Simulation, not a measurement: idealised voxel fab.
Name of the process module below: voxel transistor to metal
Cross-section cut spans 205 nm and uses square cells 5 nm in size.
Cross-section = grid of square cells, listed top down in bands; band = one or more rows.
Basically the band line says how high the top is and how high the bottom is, in nm, and then what's in it from left to right, every material with its width in nm. Empty space shows up as "air", and if a single material carries "all across" it runs the full band edge to edge.
Heights are reckoned from 0. Under this level, the received wafer is all of one material. The bottommost band is open-ended downward, for example "0 down".
Per-row width for "30..40": begins at first number (top row of band), ends at second number (bottom row), increment between rows held constant.
"remains unaltered", as given for a step, is the statement that not any cell of the cross-section underwent a change during that step.
In "Closed void listing" the enclosed voids are listed, meaning empty spaces of 8 cells or larger without any opening to the top. The form is width x height at distance, distance from the left edge, units nm.
Note: text after step settings on the step line = simulator remark on that step.
overlay nm: step with mask; distance mask lay right of planned place; negative value = left of planned place.

### Planned process steps
| 1 | RECEIVE, material Si |
| 2 | CONFORMAL_DEP, material SiO2, thk nm 5 |
| 3 | CONFORMAL_DEP, material SiN, thk nm 15 |
| 4 | PATTERN, tone cover, mask id ACTIVE, material resist, width nm 115, thk nm 15, overlay nm 0 |
| 5 | DIRECTIONAL_ETCH, etch materials SiN, depth nm 15 |
| 6 | DIRECTIONAL_ETCH, etch materials SiO2, depth nm 5 |
| 7 | DIRECTIONAL_ETCH, etch materials Si, depth nm 35 |
| 8 | STRIP, etch materials resist |
| 9 | OXIDIZE, depth nm 5 |
| 10 | FILL_DEP, material SiO2, thk nm 5 |
| 11 | CMP, height nm 20 |
| 12 | SELECTIVE_ETCH, etch materials SiO2, depth nm 10 |
| 13 | STRIP, etch materials SiN |
| 14 | SELECTIVE_ETCH, etch materials SiO2, depth nm 5 |
| 15 | OXIDIZE, depth nm 5 |
| 16 | DIRECTIONAL_DEP, material polySi, thk nm 20 |
| 17 | DIRECTIONAL_DEP, material SiCN, thk nm 15 |
| 18 | PATTERN, tone cover, mask id GATE, material resist, width nm 35, thk nm 15, overlay nm 0 |
| 19 | DIRECTIONAL_ETCH, etch materials SiCN, depth nm 25 |
| 20 | DIRECTIONAL_ETCH, etch materials polySi, depth nm 30 |
| 21 | STRIP, etch materials resist |
| 22 | CONFORMAL_DEP, material SiN, thk nm 5 |
| 23 | DIRECTIONAL_ETCH, etch materials SiN, depth nm 5 |
| 24 | DIRECTIONAL_ETCH, etch materials SiO2, depth nm 5 |
| 25 | DIRECTIONAL_ETCH, etch materials Si, depth nm 5 |
| 26 | EPI, material nSi, thk nm 10 |
| 27 | FILL_DEP, material SiO2, thk nm 10 |
| 28 | CMP, height nm 20 |
| 29 | STRIP, etch materials polySi |
| 30 | SELECTIVE_ETCH, etch materials SiO2, depth nm 5 |
| 31 | CONFORMAL_DEP, material HfO2, thk nm 5 |
| 32 | CONFORMAL_DEP, material TiN, thk nm 5 |
| 33 | FILL_DEP, material W, thk nm 5 |
| 34 | CMP, height nm 15 |
| 35 | DIRECTIONAL_DEP, material SiO2, thk nm 10 |
| 36 | MASKED_ETCH, tone open, mask id CONTACT, width nm 20, pitch nm 85, etch materials SiO2, depth nm 25, overlay nm 0 |
| 37 | CONFORMAL_DEP, material TiN, thk nm 5 |
| 38 | FILL_DEP, material Ru, thk nm 5 |
| 39 | CMP, height nm 25 |
| 40 | CONFORMAL_DEP, material SiCN, thk nm 5 |
| 41 | DIRECTIONAL_DEP, material lowk, thk nm 25 |
| 42 | MASKED_ETCH, tone open, mask id METAL_1, width nm 20, pitch nm 85, etch materials lowk, depth nm 25, overlay nm 0 |
| 43 | MASKED_ETCH, tone open, mask id METAL_1, width nm 20, pitch nm 85, etch materials SiCN, depth nm 5, overlay nm 0 |
| 44 | CONFORMAL_DEP, material TiN, thk nm 5 |
| 45 | FILL_DEP, material Cu, thk nm 5 |
| 46 | CMP, height nm 55 |
| 47 | CONFORMAL_DEP, material SiCN, thk nm 5 |
| 48 | DIRECTIONAL_DEP, material lowk, thk nm 30 |
| 49 | DIRECTIONAL_DEP, material aC, thk nm 10 |
| 50 | PATTERN, tone open, mask id METAL_2_HOLES, material resist, width nm 15, pitch nm 85, thk nm 25, overlay nm 0 |
| 51 | DIRECTIONAL_ETCH, etch materials aC, depth nm 10 |
| 52 | STRIP, etch materials resist |
| 53 | DIRECTIONAL_ETCH, etch materials lowk, depth nm 30 |
| 54 | STRIP, etch materials aC |
| 55 | DIRECTIONAL_DEP, material aC, thk nm 10 |
| 56 | PATTERN, tone open, mask id METAL_2, material resist, width nm 20, pitch nm 85, thk nm 25, overlay nm 0 |
| 57 | DIRECTIONAL_ETCH, etch materials aC, depth nm 10 |
| 58 | STRIP, etch materials resist |
| 59 | DIRECTIONAL_ETCH, etch materials lowk, depth nm 15 |
| 60 | DIRECTIONAL_ETCH, etch materials SiCN, depth nm 5 |
| 61 | STRIP, etch materials aC |
| 62 | CONFORMAL_DEP, material TiN, thk nm 5 |
| 63 | FILL_DEP, material Cu, thk nm 5 |
| 64 | CMP, height nm 90 |
| 65 | CONFORMAL_DEP, material SiN, thk nm 5 |

### First of two wafers - as planned

### Step 1 complete: cross-section of the wafer as received
	0 down | Si all across
	Closed void listing: none

### Cross-section: wafer state after step 2
	5 to 0 | SiO2 all across
	Below 0, no change.

### Cross-section: wafer state after step 3
	20 to 5 | SiN all across
	Below 5, no change.

### Cross-section: wafer state after step 4
	35 to 20 | air (45), resist (115), air (45)
	Below 20, no change.

### Cross-section: wafer state after step 5
	35 to 20 | air (45), resist (115), air (45)
	20 to 5 | air (45), SiN (115), air (45)
	Below 5, no change.

### Cross-section: wafer state after step 6
	35 to 20 | air (45), resist (115), air (45)
	20 to 5 | air (45), SiN (115), air (45)
	5 to 0 | air (45), SiO2 (115), air (45)
	Below 0, no change.

### Cross-section: wafer state after step 7
	35 to 20 | air (45), resist (115), air (45)
	20 to 5 | air (45), SiN (115), air (45)
	5 to 0 | air (45), SiO2 (115), air (45)
	0 to -35 | air (45), Si (115), air (45)
	Below -35, no change.

### Cross-section: wafer state after step 8
	20 to 5 | air (45), SiN (115), air (45)
	Below 5, no change.

### Cross-section: wafer state after step 9
	20 to 5 | air (45), SiN (115), air (45)
	5 to 0 | air (45), SiO2 (115), air (45)
	0 to -35 | air (45), SiO2 (5), Si (105), SiO2 (5), air (45)
	-35 to -40 | SiO2 (50), Si (105), SiO2 (50)
	Below -40, no change.

### Cross-section: wafer state after step 10
	25 to 20 | SiO2 all across
	20 to 5 | SiO2 (45), SiN (115), SiO2 (45)
	5 to 0 | SiO2 all across
	0 to -40 | SiO2 (50), Si (105), SiO2 (50)
	Below -40, no change.

### Cross-section: wafer state after step 11
	20 to 5 | SiO2 (45), SiN (115), SiO2 (45)
	Below 5, no change.

### Cross-section: wafer state after step 12
	20 to 10 | air (45), SiN (115), air (45)
	Below 10, no change.

### Cross-section: wafer state after step 13
	10 to 5 | SiO2 (45), air (115), SiO2 (45)
	Below 5, no change.

### Cross-section: wafer state after step 14
	5 to 0 | SiO2 (40), air (125), SiO2 (40)
	Below 0, no change.

### Cross-section: wafer state after step 15
	5 to 0 | SiO2 (40), air (125), SiO2 (40)
	0 to -5 | SiO2 all across
	Below -5, no change.

### Cross-section: wafer state after step 16
	25 to 20 | polySi (40), air (125), polySi (40)
	20 to 5 | polySi all across
	5 to 0 | SiO2 (40), polySi (125), SiO2 (40)
	Below 0, no change.

### Cross-section: wafer state after step 17
	40 to 35 | SiCN (40), air (125), SiCN (40)
	35 to 25 | SiCN all across
	25 to 20 | polySi (40), SiCN (125), polySi (40)
	Below 20, no change.

### Cross-section: wafer state after step 18
	55 to 40 | air (85), resist (35), air (85)
	40 to 35 | SiCN (40), air (45), resist (35), air (45), SiCN (40)
	Below 35, no change.

### Cross-section: wafer state after step 19
	55 to 35 | air (85), resist (35), air (85)
	35 to 25 | air (85), SiCN (35), air (85)
	25 to 20 | polySi (40), air (45), SiCN (35), air (45), polySi (40)
	Below 20, no change.

### Cross-section: wafer state after step 20
	55 to 35 | air (85), resist (35), air (85)
	35 to 20 | air (85), SiCN (35), air (85)
	20 to 5 | air (85), polySi (35), air (85)
	5 to 0 | SiO2 (40), air (45), polySi (35), air (45), SiO2 (40)
	Below 0, no change.

### Cross-section: wafer state after step 21
	35 to 20 | air (85), SiCN (35), air (85)
	Below 20, no change.

### Cross-section: wafer state after step 22
	40 to 35 | air (80), SiN (45), air (80)
	35 to 20 | air (80), SiN (5), SiCN (35), SiN (5), air (80)
	20 to 10 | air (80), SiN (5), polySi (35), SiN (5), air (80)
	10 to 5 | SiN (45), air (35), SiN (5), polySi (35), SiN (5), air (35), SiN (45)
	5 to 0 | SiO2 (40), SiN (45), polySi (35), SiN (45), SiO2 (40)
	Below 0, no change.

### Cross-section: wafer state after step 23
	35 to 20 | air (80), SiN (5), SiCN (35), SiN (5), air (80)
	20 to 5 | air (80), SiN (5), polySi (35), SiN (5), air (80)
	5 to 0 | SiO2 (40), SiN (5), air (35), SiN (5), polySi (35), SiN (5), air (35), SiN (5), SiO2 (40)
	Below 0, no change.

### Cross-section: wafer state after step 24
	35 to 20 | air (80), SiN (5), SiCN (35), SiN (5), air (80)
	20 to 5 | air (80), SiN (5), polySi (35), SiN (5), air (80)
	5 to 0 | air (40), SiN (5), air (35), SiN (5), polySi (35), SiN (5), air (35), SiN (5), air (40)
	0 to -5 | SiO2 (45), air (35), SiO2 (45), air (35), SiO2 (45)
	Below -5, no change.

### Cross-section: wafer state after step 25
	35 to 20 | air (80), SiN (5), SiCN (35), SiN (5), air (80)
	20 to 5 | air (80), SiN (5), polySi (35), SiN (5), air (80)
	5 to 0 | air (40), SiN (5), air (35), SiN (5), polySi (35), SiN (5), air (35), SiN (5), air (40)
	0 to -5 | SiO2 (45), air (35), SiO2 (45), air (35), SiO2 (45)
	-5 to -10 | SiO2 (50), air (30), Si (45), air (30), SiO2 (50)
	Below -10, no change.

### Cross-section: wafer state after step 26
	35 to 20 | air (80), SiN (5), SiCN (35), SiN (5), air (80)
	20 to 5 | air (80), SiN (5), polySi (35), SiN (5), air (80)
	5 to 0 | air (40), SiN (5), air (25), nSi (10), SiN (5), polySi (35), SiN (5), nSi (10), air (25), SiN (5), air (40)
	0 to -5 | SiO2 (45), nSi (35), SiO2 (45), nSi (35), SiO2 (45)
	-5 to -10 | SiO2 (50), nSi (30), Si (45), nSi (30), SiO2 (50)
	Below -10, no change.

### Cross-section: wafer state after step 27
	45 to 35 | SiO2 all across
	35 to 20 | SiO2 (80), SiN (5), SiCN (35), SiN (5), SiO2 (80)
	20 to 5 | SiO2 (80), SiN (5), polySi (35), SiN (5), SiO2 (80)
	5 to 0 | SiO2 (40), SiN (5), SiO2 (25), nSi (10), SiN (5), polySi (35), SiN (5), nSi (10), SiO2 (25), SiN (5), SiO2 (40)
	Below 0, no change.

### Cross-section: wafer state after step 28
	20 to 5 | SiO2 (80), SiN (5), polySi (35), SiN (5), SiO2 (80)
	Below 5, no change.

### Cross-section: wafer state after step 29
	20 to 5 | SiO2 (80), SiN (5), air (35), SiN (5), SiO2 (80)
	5 to 0 | SiO2 (40), SiN (5), SiO2 (25), nSi (10), SiN (5), air (35), SiN (5), nSi (10), SiO2 (25), SiN (5), SiO2 (40)
	Below 0, no change.

### Cross-section: wafer state after step 30
	20 to 15 | air (80), SiN (5), air (35), SiN (5), air (80)
	15 to 5 | SiO2 (80), SiN (5), air (35), SiN (5), SiO2 (80)
	5 to 0 | SiO2 (40), SiN (5), SiO2 (25), nSi (10), SiN (5), air (35), SiN (5), nSi (10), SiO2 (25), SiN (5), SiO2 (40)
	0 to -5 | SiO2 (45), nSi (35), air (45), nSi (35), SiO2 (45)
	Below -5, no change.

### Cross-section: wafer state after step 31
	25 to 20 | air (75), HfO2 (15), air (25), HfO2 (15), air (75)
	20 to 15 | HfO2 (80), SiN (5), HfO2 (5), air (25), HfO2 (5), SiN (5), HfO2 (80)
	15 to 5 | SiO2 (80), SiN (5), HfO2 (5), air (25), HfO2 (5), SiN (5), SiO2 (80)
	5 to 0 | SiO2 (40), SiN (5), SiO2 (25), nSi (10), SiN (5), HfO2 (5), air (25), HfO2 (5), SiN (5), nSi (10), SiO2 (25), SiN (5), SiO2 (40)
	0 to -5 | SiO2 (45), nSi (35), HfO2 (45), nSi (35), SiO2 (45)
	Below -5, no change.

### Cross-section: wafer state after step 32
	30 to 25 | air (70), TiN (25), air (15), TiN (25), air (70)
	25 to 20 | TiN (75), HfO2 (15), TiN (5), air (15), TiN (5), HfO2 (15), TiN (75)
	20 to 15 | HfO2 (80), SiN (5), HfO2 (5), TiN (5), air (15), TiN (5), HfO2 (5), SiN (5), HfO2 (80)
	15 to 5 | SiO2 (80), SiN (5), HfO2 (5), TiN (5), air (15), TiN (5), HfO2 (5), SiN (5), SiO2 (80)
	5 to 0 | SiO2 (40), SiN (5), SiO2 (25), nSi (10), SiN (5), HfO2 (5), TiN (25), HfO2 (5), SiN (5), nSi (10), SiO2 (25), SiN (5), SiO2 (40)
	Below 0, no change.

### Cross-section: wafer state after step 33
	35 to 30 | W all across
	30 to 25 | W (70), TiN (25), W (15), TiN (25), W (70)
	25 to 20 | TiN (75), HfO2 (15), TiN (5), W (15), TiN (5), HfO2 (15), TiN (75)
	20 to 15 | HfO2 (80), SiN (5), HfO2 (5), TiN (5), W (15), TiN (5), HfO2 (5), SiN (5), HfO2 (80)
	15 to 5 | SiO2 (80), SiN (5), HfO2 (5), TiN (5), W (15), TiN (5), HfO2 (5), SiN (5), SiO2 (80)
	Below 5, no change.

### Cross-section: wafer state after step 34
	15 to 5 | SiO2 (80), SiN (5), HfO2 (5), TiN (5), W (15), TiN (5), HfO2 (5), SiN (5), SiO2 (80)
	Below 5, no change.

### Cross-section: wafer state after step 35
	25 to 15 | SiO2 all across
	Below 15, no change.

### Cross-section: wafer state after step 36
	25 to 15 | SiO2 (50), air (20), SiO2 (65), air (20), SiO2 (50)
	15 to 5 | SiO2 (50), air (20), SiO2 (10), SiN (5), HfO2 (5), TiN (5), W (15), TiN (5), HfO2 (5), SiN (5), SiO2 (10), air (20), SiO2 (50)
	5 to 0 | SiO2 (40), SiN (5), SiO2 (5), air (20), nSi (10), SiN (5), HfO2 (5), TiN (25), HfO2 (5), SiN (5), nSi (10), air (20), SiO2 (5), SiN (5), SiO2 (40)
	Below 0, no change.

### Cross-section: wafer state after step 37
	30 to 25 | TiN (55), air (10), TiN (75), air (10), TiN (55)
	25 to 15 | SiO2 (50), TiN (5), air (10), TiN (5), SiO2 (65), TiN (5), air (10), TiN (5), SiO2 (50)
	15 to 5 | SiO2 (50), TiN (5), air (10), TiN (5), SiO2 (10), SiN (5), HfO2 (5), TiN (5), W (15), TiN (5), HfO2 (5), SiN (5), SiO2 (10), TiN (5), air (10), TiN (5), SiO2 (50)
	5 to 0 | SiO2 (40), SiN (5), SiO2 (5), TiN (20), nSi (10), SiN (5), HfO2 (5), TiN (25), HfO2 (5), SiN (5), nSi (10), TiN (20), SiO2 (5), SiN (5), SiO2 (40)
	Below 0, no change.

### Cross-section: wafer state after step 38
	35 to 30 | Ru all across
	30 to 25 | TiN (55), Ru (10), TiN (75), Ru (10), TiN (55)
	25 to 15 | SiO2 (50), TiN (5), Ru (10), TiN (5), SiO2 (65), TiN (5), Ru (10), TiN (5), SiO2 (50)
	15 to 5 | SiO2 (50), TiN (5), Ru (10), TiN (5), SiO2 (10), SiN (5), HfO2 (5), TiN (5), W (15), TiN (5), HfO2 (5), SiN (5), SiO2 (10), TiN (5), Ru (10), TiN (5), SiO2 (50)
	Below 5, no change.

### Cross-section: wafer state after step 39
	25 to 15 | SiO2 (50), TiN (5), Ru (10), TiN (5), SiO2 (65), TiN (5), Ru (10), TiN (5), SiO2 (50)
	Below 15, no change.

### Cross-section: wafer state after step 40
	30 to 25 | SiCN all across
	Below 25, no change.

### Cross-section: wafer state after step 41
	55 to 30 | lowk all across
	Below 30, no change.

### Cross-section: wafer state after step 42
	55 to 30 | lowk (50), air (20), lowk (65), air (20), lowk (50)
	Below 30, no change.

### Cross-section: wafer state after step 43
	55 to 30 | lowk (50), air (20), lowk (65), air (20), lowk (50)
	30 to 25 | SiCN (50), air (20), SiCN (65), air (20), SiCN (50)
	Below 25, no change.

### Cross-section: wafer state after step 44
	60 to 55 | TiN (55), air (10), TiN (75), air (10), TiN (55)
	55 to 30 | lowk (50), TiN (5), air (10), TiN (5), lowk (65), TiN (5), air (10), TiN (5), lowk (50)
	30 to 25 | SiCN (50), TiN (20), SiCN (65), TiN (20), SiCN (50)
	Below 25, no change.

### Cross-section: wafer state after step 45
	65 to 60 | Cu all across
	60 to 55 | TiN (55), Cu (10), TiN (75), Cu (10), TiN (55)
	55 to 30 | lowk (50), TiN (5), Cu (10), TiN (5), lowk (65), TiN (5), Cu (10), TiN (5), lowk (50)
	Below 30, no change.

### Cross-section: wafer state after step 46
	55 to 30 | lowk (50), TiN (5), Cu (10), TiN (5), lowk (65), TiN (5), Cu (10), TiN (5), lowk (50)
	Below 30, no change.

### Cross-section: wafer state after step 47
	60 to 55 | SiCN all across
	Below 55, no change.

### Cross-section: wafer state after step 48
	90 to 60 | lowk all across
	Below 60, no change.

### Cross-section: wafer state after step 49
	100 to 90 | aC all across
	Below 90, no change.

### Cross-section: wafer state after step 50
	125 to 100 | resist (50), air (15), resist (70), air (15), resist (55)
	Below 100, no change.

### Cross-section: wafer state after step 51
	115 to 100 | resist (50), air (15), resist (70), air (15), resist (55)
	100 to 90 | aC (50), air (15), aC (70), air (15), aC (55)
	Below 90, no change.

### Cross-section: wafer state after step 52
	100 to 90 | aC (50), air (15), aC (70), air (15), aC (55)
	Below 90, no change.

### Cross-section: wafer state after step 53
	100 to 90 | aC (50), air (15), aC (70), air (15), aC (55)
	90 to 60 | lowk (50), air (15), lowk (70), air (15), lowk (55)
	Below 60, no change.

### Cross-section: wafer state after step 54
	90 to 60 | lowk (50), air (15), lowk (70), air (15), lowk (55)
	Below 60, no change.

### Cross-section: wafer state after step 55
	100 to 90 | aC (50), air (15), aC (70), air (15), aC (55)
	90 to 70 | lowk (50), air (15), lowk (70), air (15), lowk (55)
	70 to 60 | lowk (50), aC (15), lowk (70), aC (15), lowk (55)
	Below 60, no change.

### Cross-section: wafer state after step 56
	125 to 100 | resist (50), air (20), resist (65), air (20), resist (50)
	Below 100, no change.

### Cross-section: wafer state after step 57
	115 to 100 | resist (50), air (20), resist (65), air (20), resist (50)
	100 to 90 | aC (50), air (20), aC (65), air (20), aC (50)
	90 to 60 | lowk (50), air (15), lowk (70), air (15), lowk (55)
	Below 60, no change.

### Cross-section: wafer state after step 58
	100 to 90 | aC (50), air (20), aC (65), air (20), aC (50)
	Below 90, no change.

### Cross-section: wafer state after step 59
	100 to 90 | aC (50), air (20), aC (65), air (20), aC (50)
	90 to 75 | lowk (50), air (20), lowk (65), air (20), lowk (50)
	Below 75, no change.

### Cross-section: wafer state after step 60
	100 to 90 | aC (50), air (20), aC (65), air (20), aC (50)
	90 to 75 | lowk (50), air (20), lowk (65), air (20), lowk (50)
	75 to 60 | lowk (50), air (15), lowk (70), air (15), lowk (55)
	60 to 55 | SiCN (50), air (15), SiCN (70), air (15), SiCN (55)
	Below 55, no change.

### Cross-section: wafer state after step 61
	90 to 75 | lowk (50), air (20), lowk (65), air (20), lowk (50)
	Below 75, no change.

### Cross-section: wafer state after step 62
	95 to 90 | TiN (55), air (10), TiN (75), air (10), TiN (55)
	90 to 80 | lowk (50), TiN (5), air (10), TiN (5), lowk (65), TiN (5), air (10), TiN (5), lowk (50)
	80 to 75 | lowk (50), TiN (5), air (5), TiN (10), lowk (65), TiN (5), air (5), TiN (10), lowk (50)
	75 to 60 | lowk (50), TiN (5), air (5), TiN (5), lowk (70), TiN (5), air (5), TiN (5), lowk (55)
	60 to 55 | SiCN (50), TiN (15), SiCN (70), TiN (15), SiCN (55)
	Below 55, no change.

### Cross-section: wafer state after step 63
	100 to 95 | Cu all across
	95 to 90 | TiN (55), Cu (10), TiN (75), Cu (10), TiN (55)
	90 to 80 | lowk (50), TiN (5), Cu (10), TiN (5), lowk (65), TiN (5), Cu (10), TiN (5), lowk (50)
	80 to 75 | lowk (50), TiN (5), Cu (5), TiN (10), lowk (65), TiN (5), Cu (5), TiN (10), lowk (50)
	75 to 60 | lowk (50), TiN (5), Cu (5), TiN (5), lowk (70), TiN (5), Cu (5), TiN (5), lowk (55)
	Below 60, no change.

### Cross-section: wafer state after step 64
	90 to 80 | lowk (50), TiN (5), Cu (10), TiN (5), lowk (65), TiN (5), Cu (10), TiN (5), lowk (50)
	Below 80, no change.

### Cross-section: wafer state after step 65
	95 to 90 | SiN all across
	Below 90, no change.

### Second Wafer (Identical Start and Plan, One Processing Error; Matches First Wafer Through Step 43)

### X-section, second wafer, when step 44 was due to finish
	60 to 55 | SiO2 (55), air (10), SiO2 (75), air (10), SiO2 (55)
	55 to 30 | lowk (50), SiO2 (5), air (10), SiO2 (5), lowk (65), SiO2 (5), air (10), SiO2 (5), lowk (50)
	30 to 25 | SiCN (50), SiO2 (20), SiCN (65), SiO2 (20), SiCN (50)
	Below 25, no change.

### X-section, second wafer, when step 45 was due to finish
	65 to 60 | Cu all across
	60 to 55 | SiO2 (55), Cu (10), SiO2 (75), Cu (10), SiO2 (55)
	55 to 30 | lowk (50), SiO2 (5), Cu (10), SiO2 (5), lowk (65), SiO2 (5), Cu (10), SiO2 (5), lowk (50)
	Below 30, no change.

### X-section, second wafer, when step 46 was due to finish
	55 to 30 | lowk (50), SiO2 (5), Cu (10), SiO2 (5), lowk (65), SiO2 (5), Cu (10), SiO2 (5), lowk (50)
	Below 30, no change.

### X-section, second wafer, when step 47 was due to finish
	60 to 55 | SiCN all across
	Below 55, no change.

### X-section, second wafer, when step 48 was due to finish
	90 to 60 | lowk all across
	Below 60, no change.

### X-section, second wafer, when step 49 was due to finish
	100 to 90 | aC all across
	Below 90, no change.

### X-section, second wafer, when step 50 was due to finish
	125 to 100 | resist (50), air (15), resist (70), air (15), resist (55)
	Below 100, no change.

### X-section, second wafer, when step 51 was due to finish
	115 to 100 | resist (50), air (15), resist (70), air (15), resist (55)
	100 to 90 | aC (50), air (15), aC (70), air (15), aC (55)
	Below 90, no change.

### X-section, second wafer, when step 52 was due to finish
	100 to 90 | aC (50), air (15), aC (70), air (15), aC (55)
	Below 90, no change.

### X-section, second wafer, when step 53 was due to finish
	100 to 90 | aC (50), air (15), aC (70), air (15), aC (55)
	90 to 60 | lowk (50), air (15), lowk (70), air (15), lowk (55)
	Below 60, no change.

### X-section, second wafer, when step 54 was due to finish
	90 to 60 | lowk (50), air (15), lowk (70), air (15), lowk (55)
	Below 60, no change.

### X-section, second wafer, when step 55 was due to finish
	100 to 90 | aC (50), air (15), aC (70), air (15), aC (55)
	90 to 70 | lowk (50), air (15), lowk (70), air (15), lowk (55)
	70 to 60 | lowk (50), aC (15), lowk (70), aC (15), lowk (55)
	Below 60, no change.

### X-section, second wafer, when step 56 was due to finish
	125 to 100 | resist (50), air (20), resist (65), air (20), resist (50)
	Below 100, no change.

### X-section, second wafer, when step 57 was due to finish
	115 to 100 | resist (50), air (20), resist (65), air (20), resist (50)
	100 to 90 | aC (50), air (20), aC (65), air (20), aC (50)
	90 to 60 | lowk (50), air (15), lowk (70), air (15), lowk (55)
	Below 60, no change.

### X-section, second wafer, when step 58 was due to finish
	100 to 90 | aC (50), air (20), aC (65), air (20), aC (50)
	Below 90, no change.

### X-section, second wafer, when step 59 was due to finish
	100 to 90 | aC (50), air (20), aC (65), air (20), aC (50)
	90 to 75 | lowk (50), air (20), lowk (65), air (20), lowk (50)
	Below 75, no change.

### X-section, second wafer, when step 60 was due to finish
	100 to 90 | aC (50), air (20), aC (65), air (20), aC (50)
	90 to 75 | lowk (50), air (20), lowk (65), air (20), lowk (50)
	75 to 60 | lowk (50), air (15), lowk (70), air (15), lowk (55)
	60 to 55 | SiCN (50), air (15), SiCN (70), air (15), SiCN (55)
	Below 55, no change.

### X-section, second wafer, when step 61 was due to finish
	90 to 75 | lowk (50), air (20), lowk (65), air (20), lowk (50)
	Below 75, no change.

### X-section, second wafer, when step 62 was due to finish
	95 to 90 | TiN (55), air (10), TiN (75), air (10), TiN (55)
	90 to 80 | lowk (50), TiN (5), air (10), TiN (5), lowk (65), TiN (5), air (10), TiN (5), lowk (50)
	80 to 75 | lowk (50), TiN (5), air (5), TiN (10), lowk (65), TiN (5), air (5), TiN (10), lowk (50)
	75 to 60 | lowk (50), TiN (5), air (5), TiN (5), lowk (70), TiN (5), air (5), TiN (5), lowk (55)
	60 to 55 | SiCN (50), TiN (15), SiCN (70), TiN (15), SiCN (55)
	Below 55, no change.

### X-section, second wafer, when step 63 was due to finish
	100 to 95 | Cu all across
	95 to 90 | TiN (55), Cu (10), TiN (75), Cu (10), TiN (55)
	90 to 80 | lowk (50), TiN (5), Cu (10), TiN (5), lowk (65), TiN (5), Cu (10), TiN (5), lowk (50)
	80 to 75 | lowk (50), TiN (5), Cu (5), TiN (10), lowk (65), TiN (5), Cu (5), TiN (10), lowk (50)
	75 to 60 | lowk (50), TiN (5), Cu (5), TiN (5), lowk (70), TiN (5), Cu (5), TiN (5), lowk (55)
	Below 60, no change.

### X-section, second wafer, when step 64 was due to finish
	90 to 80 | lowk (50), TiN (5), Cu (10), TiN (5), lowk (65), TiN (5), Cu (10), TiN (5), lowk (50)
	Below 80, no change.

### X-section, second wafer, when step 65 was due to finish
	95 to 90 | SiN all across
	Below 90, no change.
Plan not followed: contrary to plan, step 44 was performed as CONFORMAL_DEP, material SiO2, thk nm 5
It is noted that, at the conclusion of processing, the second wafer exhibits a higher or lower cell count for certain materials relative to the first: +28 SiO2 | -28 TiN
